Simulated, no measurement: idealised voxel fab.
Documented hereafter: the process module known as voxel self aligned vias.
FYI the section here is cut, 185 nm wide, cells are 5 nm squares.
Cross-section format: a grid of square cells, given as bands from top to bottom; each band is one or more rows of cells.
In this notation a band is specified by the heights of its top and bottom, in that order and in nm, after which its materials appear from left to right, each paired with its width in nm. The word "all across" attached to a single material means that material fills the band from edge to edge; the word "blank" stands for empty space.
A quick word on heights: they are counted from 0, and under that level the wafer as it came to us is one material throughout. The lowest band is different from the rest in having no bottom; it simply continues downward, written as in "0 -> down".
Note: "30..40" means the width goes from the first number (top row of the band) to the second number (bottom row) in equal steps per row of cells.
It should be understood that the words "nothing changed", when stated for a given step, signify that the cross-section underwent no change in any of its cells during that step.
Listed in "Sealed void list": every empty space of 8 or more cells without an open way to the top. Form: width x height at distance, the distance being from the left edge, all in nm.
Past the settings on a step's line: simulator remark, on that step.
The line of a step may include "overlay nm". On a step with a mask, this value is how far to the right of its planned place the mask lay. A negative value means the mask lay to the left.

[Steps in the process plan]
| 1 | op RECEIVE | material Si |
| 2 | op CONFORMAL_DEP | material SiO2 | thk nm 15 |
| 3 | op CONFORMAL_DEP | material SiCN | thk nm 5 |
| 4 | op DIRECTIONAL_DEP | material SiO2 | thk nm 30 |
| 5 | op DIRECTIONAL_DEP | material aC | thk nm 15 |
| 6 | op PATTERN | tone open | mask id LINES | material resist | width nm 30 | pitch nm 70 | thk nm 30 | overlay nm 0 |
| 7 | op DIRECTIONAL_ETCH | etch materials aC | depth nm 15 |
| 8 | op STRIP | etch materials resist |
| 9 | op DIRECTIONAL_ETCH | etch materials SiO2 | depth nm 30 |
| 10 | op STRIP | etch materials aC |
| 11 | op CONFORMAL_DEP | material TiN | thk nm 5 |
| 12 | op FILL_DEP | material W | thk nm 10 |
| 13 | op CMP | height nm 50 |
| 14 | op SELECTIVE_ETCH | etch materials W Ru TiN | depth nm 5 |
| 15 | op FILL_DEP | material SiN | thk nm 5 |
| 16 | op CMP | height nm 50 |
| 17 | op DIRECTIONAL_DEP | material SiO2 | thk nm 15 |
| 18 | op MASKED_ETCH | tone open | mask id VIAS | width nm 40 | pitch nm 70 | etch materials SiO2 | depth nm 15 | overlay nm 0 |
| 19 | op MASKED_ETCH | tone open | mask id VIAS | width nm 40 | pitch nm 70 | etch materials SiN | depth nm 5 | overlay nm 0 |
| 20 | op CONFORMAL_DEP | material TiN | thk nm 5 |
| 21 | op FILL_DEP | material W | thk nm 5 |
| 22 | op CMP | height nm 65 |
| 23 | op CONFORMAL_DEP | material SiCN | thk nm 5 |

[Incoming wafer in cross-section (state: after step 1)]
* 0 -> down = Si all across
* Sealed void list: none

[Cross-sectional view of the first of the two wafers upon completion of the module, processed in accordance with the plan]
* 70 -> 65 = SiCN all across
* 65 -> 55 = SiO2 35 nm; TiN 5 nm; W 30 nm; TiN 5 nm; SiO2 30 nm; TiN 5 nm; W 30 nm; TiN 5 nm; SiO2 40 nm
* 55 -> 50 = SiO2 35 nm; TiN 10 nm; W 20 nm; TiN 10 nm; SiO2 30 nm; TiN 10 nm; W 20 nm; TiN 10 nm; SiO2 40 nm
* 50 -> 45 = SiO2 40 nm; TiN 30 nm; SiO2 40 nm; TiN 30 nm; SiO2 45 nm
* 45 -> 25 = SiO2 40 nm; TiN 5 nm; W 20 nm; TiN 5 nm; SiO2 40 nm; TiN 5 nm; W 20 nm; TiN 5 nm; SiO2 45 nm
* 25 -> 20 = SiO2 40 nm; TiN 30 nm; SiO2 40 nm; TiN 30 nm; SiO2 45 nm
* 20 -> 15 = SiCN all across
* 15 -> 0 = SiO2 all across
* 0 -> down = Si all across
* Sealed void list: none

[Cross-section of the latter of the two wafers at module completion. It had an identical start and an identical plan to the former; in running it, one mistake was made]
* 70 -> 65 = SiCN all across
* 65 -> 55 = SiO2 35 nm; TiN 5 nm; W 30 nm; TiN 5 nm; SiO2 30 nm; TiN 5 nm; W 30 nm; TiN 5 nm; SiO2 40 nm
* 55 -> 50 = SiO2 35 nm; TiN 40 nm; SiO2 30 nm; TiN 40 nm; SiO2 40 nm
* 50 -> 45 = SiN 35 nm; TiN 5 nm; SiO2 30 nm; TiN 5 nm; SiN 30 nm; TiN 5 nm; SiO2 30 nm; TiN 5 nm; SiN 40 nm
* 45 -> 25 = W 35 nm; TiN 5 nm; SiO2 30 nm; TiN 5 nm; W 30 nm; TiN 5 nm; SiO2 30 nm; TiN 5 nm; W 40 nm
* 25 -> 20 = TiN 40 nm; SiO2 30 nm; TiN 40 nm; SiO2 30 nm; TiN 45 nm
* 20 -> 15 = SiCN all across
* 15 -> 0 = SiO2 all across
* 0 -> down = Si all across
* Sealed void list: none
Short version of what went wrong: step 6 ran with different settings than intended, the actual operation and settings being op PATTERN | tone cover | mask id LINES | material resist | width nm 30 | pitch nm 70 | thk nm 30 | overlay nm 0
Upon completion, the second wafer contains, in terms of cells, a greater or smaller amount of certain materials than the first wafer: 21 more of SiN | 78 fewer of SiO2 | 13 more of TiN | 44 more of W
